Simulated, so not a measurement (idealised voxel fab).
process module | voxel self aligned vias
cross-section cut | 250 nm wide | cells 5 nm
A cross-section is a grid of square cells, given in bands from the top down. A band is one or more rows of cells.
Each band's line starts with the height of the band's top and of its bottom, in nm. Then come its materials from left to right, each with its width in nm. One material with "throughout" fills the band from edge to edge. "air" is empty space.
Height 0 is the level under which the wafer as received is all one material. The lowest band goes on downwards, as in "0 down".
A width such as "30 to 40" changes by the same amount from each row of cells to the next, from the band's top row to its bottom row.
"no change" after a step means that no cell of the cross-section changed.
closed voids: empty space of 8 cells or more with no open way to the top, each as width x height at its distance from the left edge, in nm
after a step's settings: what the simulator itself notes on the step
overlay nm, on a step with a mask: how far to the right of its planned place the mask lay; to the left if negative
plan
1 op RECEIVE | material Si
2 op CONFORMAL_DEP | material SiO2 | thk nm 15
3 op CONFORMAL_DEP | material SiCN | thk nm 5
4 op DIRECTIONAL_DEP | material lowk | thk nm 25
5 op MASKED_ETCH | tone open | mask id LINES | width nm 25 | pitch nm 60 | etch materials lowk | depth nm 25 | overlay nm 0
6 op CONFORMAL_DEP | material TiN | thk nm 5
7 op FILL_DEP | material Ru | thk nm 5
8 op CMP | height nm 45
9 op SELECTIVE_ETCH | etch materials W Ru TiN | depth nm 10
10 op FILL_DEP | material SiN | thk nm 5
11 op CMP | height nm 45
12 op DIRECTIONAL_DEP | material lowk | thk nm 20
13 op PATTERN | tone open | mask id VIAS | material resist | width nm 45 | thk nm 20 | overlay nm 0
14 op DIRECTIONAL_ETCH | etch materials lowk | depth nm 20
15 op DIRECTIONAL_ETCH | etch materials SiN | depth nm 10
16 op STRIP | etch materials resist
17 op CONFORMAL_DEP | material TiN | thk nm 5
18 op FILL_DEP | material Ru | thk nm 5
19 op CMP | height nm 65
20 op CONFORMAL_DEP | material SiCN | thk nm 5
first wafer, as planned
as received, after step 1
  0 down: Si throughout
  closed voids: none
after step 2
  15 to 0: SiO2 throughout
  below 0: unchanged
after step 3
  20 to 15: SiCN throughout
  below 15: unchanged
after step 4
  45 to 20: lowk throughout
  below 20: unchanged
after step 5
  45 to 20: lowk 80 | air 25 | lowk 35 | air 25 | lowk 85
  below 20: unchanged
after step 6
  50 to 45: TiN 85 | air 15 | TiN 45 | air 15 | TiN 90
  45 to 25: lowk 80 | TiN 5 | air 15 | TiN 5 | lowk 35 | TiN 5 | air 15 | TiN 5 | lowk 85
  25 to 20: lowk 80 | TiN 25 | lowk 35 | TiN 25 | lowk 85
  below 20: unchanged
after step 7
  55 to 50: Ru throughout
  50 to 45: TiN 85 | Ru 15 | TiN 45 | Ru 15 | TiN 90
  45 to 25: lowk 80 | TiN 5 | Ru 15 | TiN 5 | lowk 35 | TiN 5 | Ru 15 | TiN 5 | lowk 85
  below 25: unchanged
after step 8
  45 to 25: lowk 80 | TiN 5 | Ru 15 | TiN 5 | lowk 35 | TiN 5 | Ru 15 | TiN 5 | lowk 85
  below 25: unchanged
after step 9
  45 to 35: lowk 80 | air 25 | lowk 35 | air 25 | lowk 85
  below 35: unchanged
after step 10
  50 to 45: SiN throughout
  45 to 35: lowk 80 | SiN 25 | lowk 35 | SiN 25 | lowk 85
  below 35: unchanged
after step 11
  45 to 35: lowk 80 | SiN 25 | lowk 35 | SiN 25 | lowk 85
  below 35: unchanged
after step 12
  65 to 45: lowk throughout
  below 45: unchanged
after step 13
  85 to 65: resist 70 | air 45 | resist 135
  below 65: unchanged
after step 14
  85 to 65: resist 70 | air 45 | resist 135
  65 to 45: lowk 70 | air 45 | lowk 135
  below 45: unchanged
after step 15
  85 to 65: resist 70 | air 45 | resist 135
  65 to 45: lowk 70 | air 45 | lowk 135
  45 to 35: lowk 80 | air 25 | lowk 35 | SiN 25 | lowk 85
  below 35: unchanged
after step 16
  65 to 45: lowk 70 | air 45 | lowk 135
  below 45: unchanged
after step 17
  70 to 65: TiN 75 | air 35 | TiN 140
  65 to 50: lowk 70 | TiN 5 | air 35 | TiN 5 | lowk 135
  50 to 45: lowk 70 | TiN 15 | air 15 | TiN 15 | lowk 135
  45 to 40: lowk 80 | TiN 5 | air 15 | TiN 5 | lowk 35 | SiN 25 | lowk 85
  40 to 35: lowk 80 | TiN 25 | lowk 35 | SiN 25 | lowk 85
  below 35: unchanged
after step 18
  75 to 70: Ru throughout
  70 to 65: TiN 75 | Ru 35 | TiN 140
  65 to 50: lowk 70 | TiN 5 | Ru 35 | TiN 5 | lowk 135
  50 to 45: lowk 70 | TiN 15 | Ru 15 | TiN 15 | lowk 135
  45 to 40: lowk 80 | TiN 5 | Ru 15 | TiN 5 | lowk 35 | SiN 25 | lowk 85
  below 40: unchanged
after step 19
  65 to 50: lowk 70 | TiN 5 | Ru 35 | TiN 5 | lowk 135
  below 50: unchanged
after step 20
  70 to 65: SiCN throughout
  below 65: unchanged
second wafer: like start, like plan, one mistake. Through step 12 it matches the first wafer
when step 13 should have ended
  85 to 65: resist 70 | air 50 | resist 130
  below 65: unchanged
when step 14 should have ended
  85 to 65: resist 70 | air 50 | resist 130
  65 to 45: lowk 70 | air 50 | lowk 130
  below 45: unchanged
when step 15 should have ended
  85 to 65: resist 70 | air 50 | resist 130
  65 to 45: lowk 70 | air 50 | lowk 130
  45 to 35: lowk 80 | air 25 | lowk 35 | SiN 25 | lowk 85
  below 35: unchanged
when step 16 should have ended
  65 to 45: lowk 70 | air 50 | lowk 130
  below 45: unchanged
when step 17 should have ended
  70 to 65: TiN 75 | air 40 | TiN 135
  65 to 50: lowk 70 | TiN 5 | air 40 | TiN 5 | lowk 130
  50 to 45: lowk 70 | TiN 15 | air 15 | TiN 20 | lowk 130
  45 to 40: lowk 80 | TiN 5 | air 15 | TiN 5 | lowk 35 | SiN 25 | lowk 85
  40 to 35: lowk 80 | TiN 25 | lowk 35 | SiN 25 | lowk 85
  below 35: unchanged
when step 18 should have ended
  75 to 70: Ru throughout
  70 to 65: TiN 75 | Ru 40 | TiN 135
  65 to 50: lowk 70 | TiN 5 | Ru 40 | TiN 5 | lowk 130
  50 to 45: lowk 70 | TiN 15 | Ru 15 | TiN 20 | lowk 130
  45 to 40: lowk 80 | TiN 5 | Ru 15 | TiN 5 | lowk 35 | SiN 25 | lowk 85
  below 40: unchanged
when step 19 should have ended
  65 to 50: lowk 70 | TiN 5 | Ru 40 | TiN 5 | lowk 130
  below 50: unchanged
when step 20 should have ended
  70 to 65: SiCN throughout
  below 65: unchanged
what went wrong: step 13 ran as: op PATTERN | tone open | mask id VIAS | material resist | width nm 50 | thk nm 20 | overlay nm 0
at the end the second wafer has, in cells: 3 more of Ru | 1 more of TiN | 4 fewer of lowk
